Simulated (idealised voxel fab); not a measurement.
process module | voxel double patterning
cross-section cut | 175 nm wide | cells 5 nm
A cross-section is a grid of square cells, given in bands from the top down. A band is one or more rows of cells.
Each band's line starts with the height of the band's top and of its bottom, in nm. Then come its materials from left to right, each with its width in nm. One material with "throughout" fills the band from edge to edge. "air" is empty space.
Height 0 is the level under which the wafer as received is all one material. The lowest band goes on downwards, as in "0 down".
A width such as "30 to 40" changes by the same amount from each row of cells to the next, from the band's top row to its bottom row.
"no change" after a step means that no cell of the cross-section changed.
closed voids: empty space of 8 cells or more with no open way to the top, each as width x height at its distance from the left edge, in nm
after a step's settings: what the simulator itself notes on the step
overlay nm, on a step with a mask: how far to the right of its planned place the mask lay; to the left if negative
plan
1 op RECEIVE | material Si
2 op CONFORMAL_DEP | material SiO2 | thk nm 5
3 op DIRECTIONAL_DEP | material W | thk nm 10
4 op DIRECTIONAL_DEP | material SiCN | thk nm 10
5 op DIRECTIONAL_DEP | material aC | thk nm 10
6 op PATTERN | tone open | mask id FIRST | material resist | width nm 15 | pitch nm 50 | thk nm 30 | overlay nm 0
7 op DIRECTIONAL_ETCH | etch materials aC | depth nm 10
8 op STRIP | etch materials resist
9 op DIRECTIONAL_ETCH | etch materials SiCN | depth nm 10
10 op STRIP | etch materials aC
11 op PATTERN | tone open | mask id SECOND | material resist | width nm 15 | thk nm 20 | overlay nm 0
12 op DIRECTIONAL_ETCH | etch materials SiCN | depth nm 10
13 op STRIP | etch materials resist
14 op DIRECTIONAL_ETCH | etch materials W | depth nm 10
15 op STRIP | etch materials SiCN
as received, after step 1
  0 down: Si throughout
  closed voids: none
first wafer at the end, as planned
  15 to 5: W 55 | air 15 | W 10 | air 15 | W 10 | air 15 | W 55
  5 to 0: SiO2 throughout
  0 down: Si throughout
  closed voids: none
second wafer at the end: like start, like plan, one mistake
  15 to 5: W 45 | air 15 | W 20 | air 30 | W 65
  5 to 0: SiO2 throughout
  0 down: Si throughout
  closed voids: none
what went wrong: step 6 ran as: op PATTERN | tone open | mask id FIRST | material resist | width nm 15 | pitch nm 50 | thk nm 30 | overlay nm -10
at the end the second wafer has, in cells: as many of each material as the first, in other places
